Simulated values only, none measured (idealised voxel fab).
voxel air gaps: a process module
Section cut is 140 nm wide and gridded with 5 nm square cells.
Notation: cross-section as square-cell grid; stated in bands, top first, going down; one or more cell rows per band.
Read a band's entry like this: the first values are the height of its top and the height of its bottom in nm, and what follows is the sequence of materials from left to right, each with its width in nm. Note that "air" is empty space, and that a single material marked "throughout" reaches across the band from edge to edge.
Height is counted from the level 0, under which the received wafer is composed throughout of one material. The lowest of the bands is not closed at the bottom but continues downward, in the notation "0 nm and below".
A two-number width, for instance "30->40", indicates that the width is equal to the first number in the top row of the band and to the second number in the bottom row, and that it changes by a constant amount per row of cells.
The designation "nothing altered", where it is given for a processing step, indicates that no cell of the cross-section was altered in the course of that step.
"Unvented cavities" means: voids of 8 cells or more that are shut off from the top with no open way through. Written width x height at distance, distance from the left edge, in nm.
If you see something after the settings on a step's line, that's the simulator's own remark about that step.
A step line may carry the setting "overlay nm", which, for steps involving a mask, states the distance by which the mask lay to the right of its intended position; negative values denote displacement to the left.

[Process steps - plan]
| 1 | RECEIVE with material Si |
| 2 | CONFORMAL_DEP with material SiO2, thk nm 15 |
| 3 | CONFORMAL_DEP with material SiN, thk nm 5 |
| 4 | DIRECTIONAL_DEP with material SiO2, thk nm 40 |
| 5 | DIRECTIONAL_DEP with material aC, thk nm 10 |
| 6 | PATTERN with tone open, mask id LINES, material resist, width nm 15, pitch nm 40, thk nm 25, overlay nm 0 |
| 7 | DIRECTIONAL_ETCH with etch materials aC, depth nm 10 |
| 8 | STRIP with etch materials resist |
| 9 | DIRECTIONAL_ETCH with etch materials SiO2, depth nm 40 |
| 10 | STRIP with etch materials aC |
| 11 | CONFORMAL_DEP with material TiN, thk nm 5 |
| 12 | FILL_DEP with material Ru, thk nm 5 |
| 13 | CMP with height nm 60 |
| 14 | EPI with material Ru, thk nm 10 |
| 15 | SELECTIVE_ETCH with etch materials SiO2, depth nm 50 |
| 16 | CONFORMAL_DEP with material SiCN, thk nm 5 |

[Account of the first of two wafers, which was processed as intended]

[Cross-section of the incoming wafer, state after step 1]
- 0 nm and below = Si throughout
- Unvented cavities: none

[The wafer in cross-section once step 2 is complete]
- 15 nm to 0 nm = SiO2 throughout
- Everything below 0 is unchanged.

[The wafer in cross-section once step 3 is complete]
- 20 nm to 15 nm = SiN throughout
- Everything below 15 is unchanged.

[The wafer in cross-section once step 4 is complete]
- 60 nm to 20 nm = SiO2 throughout
- Everything below 20 is unchanged.

[The wafer in cross-section once step 5 is complete]
- 70 nm to 60 nm = aC throughout
- Everything below 60 is unchanged.

[The wafer in cross-section once step 6 is complete]
- 95 nm to 70 nm = resist 20 nm, then air 15 nm, then resist 25 nm, then air 15 nm, then resist 25 nm, then air 15 nm, then resist 25 nm
- Everything below 70 is unchanged.

[The wafer in cross-section once step 7 is complete]
- 85 nm to 70 nm = resist 20 nm, then air 15 nm, then resist 25 nm, then air 15 nm, then resist 25 nm, then air 15 nm, then resist 25 nm
- 70 nm to 60 nm = aC 20 nm, then air 15 nm, then aC 25 nm, then air 15 nm, then aC 25 nm, then air 15 nm, then aC 25 nm
- Everything below 60 is unchanged.

[The wafer in cross-section once step 8 is complete]
- 70 nm to 60 nm = aC 20 nm, then air 15 nm, then aC 25 nm, then air 15 nm, then aC 25 nm, then air 15 nm, then aC 25 nm
- Everything below 60 is unchanged.

[The wafer in cross-section once step 9 is complete]
- 70 nm to 60 nm = aC 20 nm, then air 15 nm, then aC 25 nm, then air 15 nm, then aC 25 nm, then air 15 nm, then aC 25 nm
- 60 nm to 20 nm = SiO2 20 nm, then air 15 nm, then SiO2 25 nm, then air 15 nm, then SiO2 25 nm, then air 15 nm, then SiO2 25 nm
- Everything below 20 is unchanged.

[The wafer in cross-section once step 10 is complete]
- 60 nm to 20 nm = SiO2 20 nm, then air 15 nm, then SiO2 25 nm, then air 15 nm, then SiO2 25 nm, then air 15 nm, then SiO2 25 nm
- Everything below 20 is unchanged.

[The wafer in cross-section once step 11 is complete]
- 65 nm to 60 nm = TiN 25 nm, then air 5 nm, then TiN 35 nm, then air 5 nm, then TiN 35 nm, then air 5 nm, then TiN 30 nm
- 60 nm to 25 nm = SiO2 20 nm, then TiN 5 nm, then air 5 nm, then TiN 5 nm, then SiO2 25 nm, then TiN 5 nm, then air 5 nm, then TiN 5 nm, then SiO2 25 nm, then TiN 5 nm, then air 5 nm, then TiN 5 nm, then SiO2 25 nm
- 25 nm to 20 nm = SiO2 20 nm, then TiN 15 nm, then SiO2 25 nm, then TiN 15 nm, then SiO2 25 nm, then TiN 15 nm, then SiO2 25 nm
- Everything below 20 is unchanged.

[The wafer in cross-section once step 12 is complete]
- 70 nm to 65 nm = Ru throughout
- 65 nm to 60 nm = TiN 25 nm, then Ru 5 nm, then TiN 35 nm, then Ru 5 nm, then TiN 35 nm, then Ru 5 nm, then TiN 30 nm
- 60 nm to 25 nm = SiO2 20 nm, then TiN 5 nm, then Ru 5 nm, then TiN 5 nm, then SiO2 25 nm, then TiN 5 nm, then Ru 5 nm, then TiN 5 nm, then SiO2 25 nm, then TiN 5 nm, then Ru 5 nm, then TiN 5 nm, then SiO2 25 nm
- Everything below 25 is unchanged.

[The wafer in cross-section once step 13 is complete]
- 60 nm to 25 nm = SiO2 20 nm, then TiN 5 nm, then Ru 5 nm, then TiN 5 nm, then SiO2 25 nm, then TiN 5 nm, then Ru 5 nm, then TiN 5 nm, then SiO2 25 nm, then TiN 5 nm, then Ru 5 nm, then TiN 5 nm, then SiO2 25 nm
- Everything below 25 is unchanged.

[The wafer in cross-section once step 14 is complete]
- 70 nm to 60 nm = air 10 nm, then Ru 35 nm, then air 5 nm, then Ru 35 nm, then air 5 nm, then Ru 35 nm, then air 15 nm
- Everything below 60 is unchanged.

[The wafer in cross-section once step 15 is complete]
- 70 nm to 60 nm = air 10 nm, then Ru 35 nm, then air 5 nm, then Ru 35 nm, then air 5 nm, then Ru 35 nm, then air 15 nm
- 60 nm to 25 nm = air 20 nm, then TiN 5 nm, then Ru 5 nm, then TiN 5 nm, then air 25 nm, then TiN 5 nm, then Ru 5 nm, then TiN 5 nm, then air 25 nm, then TiN 5 nm, then Ru 5 nm, then TiN 5 nm, then air 25 nm
- 25 nm to 20 nm = air 20 nm, then TiN 15 nm, then air 25 nm, then TiN 15 nm, then air 25 nm, then TiN 15 nm, then air 25 nm
- Everything below 20 is unchanged.

[The wafer in cross-section once step 16 is complete]
- 75 nm to 70 nm = air 5 nm, then SiCN 125 nm, then air 10 nm
- 70 nm to 60 nm = air 5 nm, then SiCN 5 nm, then Ru 35 nm, then SiCN 5 nm, then Ru 35 nm, then SiCN 5 nm, then Ru 35 nm, then SiCN 5 nm, then air 10 nm
- 60 nm to 55 nm = air 5 nm, then SiCN 15 nm, then TiN 5 nm, then Ru 5 nm, then TiN 5 nm, then SiCN 25 nm, then TiN 5 nm, then Ru 5 nm, then TiN 5 nm, then SiCN 25 nm, then TiN 5 nm, then Ru 5 nm, then TiN 5 nm, then SiCN 15 nm, then air 10 nm
- 55 nm to 25 nm = air 15 nm, then SiCN 5 nm, then TiN 5 nm, then Ru 5 nm, then TiN 5 nm, then SiCN 5 nm, then air 15 nm, then SiCN 5 nm, then TiN 5 nm, then Ru 5 nm, then TiN 5 nm, then SiCN 5 nm, then air 15 nm, then SiCN 5 nm, then TiN 5 nm, then Ru 5 nm, then TiN 5 nm, then SiCN 5 nm, then air 20 nm
- 25 nm to 20 nm = SiCN 20 nm, then TiN 15 nm, then SiCN 25 nm, then TiN 15 nm, then SiCN 25 nm, then TiN 15 nm, then SiCN 25 nm
- Everything below 20 is unchanged.
- Unvented cavities: 15 x 30 at 40; 15 x 30 at 80

[Wafer two. Same start, same plan, one slip in execution. Same as wafer one through step 2, inclusive]

Second wafer: cross-section at the scheduled end of step 3: nothing altered

[Second wafer: cross-section at the scheduled end of step 4]
- 55 nm to 0 nm = SiO2 throughout
- Everything below 0 is unchanged.

[Second wafer: cross-section at the scheduled end of step 5]
- 65 nm to 55 nm = aC throughout
- Everything below 55 is unchanged.

[Second wafer: cross-section at the scheduled end of step 6]
- 90 nm to 65 nm = resist 20 nm, then air 15 nm, then resist 25 nm, then air 15 nm, then resist 25 nm, then air 15 nm, then resist 25 nm
- Everything below 65 is unchanged.

[Second wafer: cross-section at the scheduled end of step 7]
- 80 nm to 65 nm = resist 20 nm, then air 15 nm, then resist 25 nm, then air 15 nm, then resist 25 nm, then air 15 nm, then resist 25 nm
- 65 nm to 55 nm = aC 20 nm, then air 15 nm, then aC 25 nm, then air 15 nm, then aC 25 nm, then air 15 nm, then aC 25 nm
- Everything below 55 is unchanged.

[Second wafer: cross-section at the scheduled end of step 8]
- 65 nm to 55 nm = aC 20 nm, then air 15 nm, then aC 25 nm, then air 15 nm, then aC 25 nm, then air 15 nm, then aC 25 nm
- Everything below 55 is unchanged.

[Second wafer: cross-section at the scheduled end of step 9]
- 65 nm to 55 nm = aC 20 nm, then air 15 nm, then aC 25 nm, then air 15 nm, then aC 25 nm, then air 15 nm, then aC 25 nm
- 55 nm to 15 nm = SiO2 20 nm, then air 15 nm, then SiO2 25 nm, then air 15 nm, then SiO2 25 nm, then air 15 nm, then SiO2 25 nm
- Everything below 15 is unchanged.

[Second wafer: cross-section at the scheduled end of step 10]
- 55 nm to 15 nm = SiO2 20 nm, then air 15 nm, then SiO2 25 nm, then air 15 nm, then SiO2 25 nm, then air 15 nm, then SiO2 25 nm
- Everything below 15 is unchanged.

[Second wafer: cross-section at the scheduled end of step 11]
- 60 nm to 55 nm = TiN 25 nm, then air 5 nm, then TiN 35 nm, then air 5 nm, then TiN 35 nm, then air 5 nm, then TiN 30 nm
- 55 nm to 20 nm = SiO2 20 nm, then TiN 5 nm, then air 5 nm, then TiN 5 nm, then SiO2 25 nm, then TiN 5 nm, then air 5 nm, then TiN 5 nm, then SiO2 25 nm, then TiN 5 nm, then air 5 nm, then TiN 5 nm, then SiO2 25 nm
- 20 nm to 15 nm = SiO2 20 nm, then TiN 15 nm, then SiO2 25 nm, then TiN 15 nm, then SiO2 25 nm, then TiN 15 nm, then SiO2 25 nm
- Everything below 15 is unchanged.

[Second wafer: cross-section at the scheduled end of step 12]
- 65 nm to 60 nm = Ru throughout
- 60 nm to 55 nm = TiN 25 nm, then Ru 5 nm, then TiN 35 nm, then Ru 5 nm, then TiN 35 nm, then Ru 5 nm, then TiN 30 nm
- 55 nm to 20 nm = SiO2 20 nm, then TiN 5 nm, then Ru 5 nm, then TiN 5 nm, then SiO2 25 nm, then TiN 5 nm, then Ru 5 nm, then TiN 5 nm, then SiO2 25 nm, then TiN 5 nm, then Ru 5 nm, then TiN 5 nm, then SiO2 25 nm
- Everything below 20 is unchanged.

[Second wafer: cross-section at the scheduled end of step 13]
- 60 nm to 55 nm = TiN 25 nm, then Ru 5 nm, then TiN 35 nm, then Ru 5 nm, then TiN 35 nm, then Ru 5 nm, then TiN 30 nm
- Everything below 55 is unchanged.

[Second wafer: cross-section at the scheduled end of step 14]
- 70 nm to 60 nm = Ru throughout
- Everything below 60 is unchanged.

Second wafer: cross-section at the scheduled end of step 15: nothing altered

[Second wafer: cross-section at the scheduled end of step 16]
- 75 nm to 70 nm = SiCN throughout
- Everything below 70 is unchanged.
Deviation from plan: step 3 of the plan never got run, it was skipped over
In the final state, the cell counts of the second wafer exceed or fall short of those of the first for the following materials: Ru +17 | SiCN -76 | SiN -28 | SiO2 +152 | TiN +25
The first wafer finishes with 2 closed voids, while the second finishes with 0.
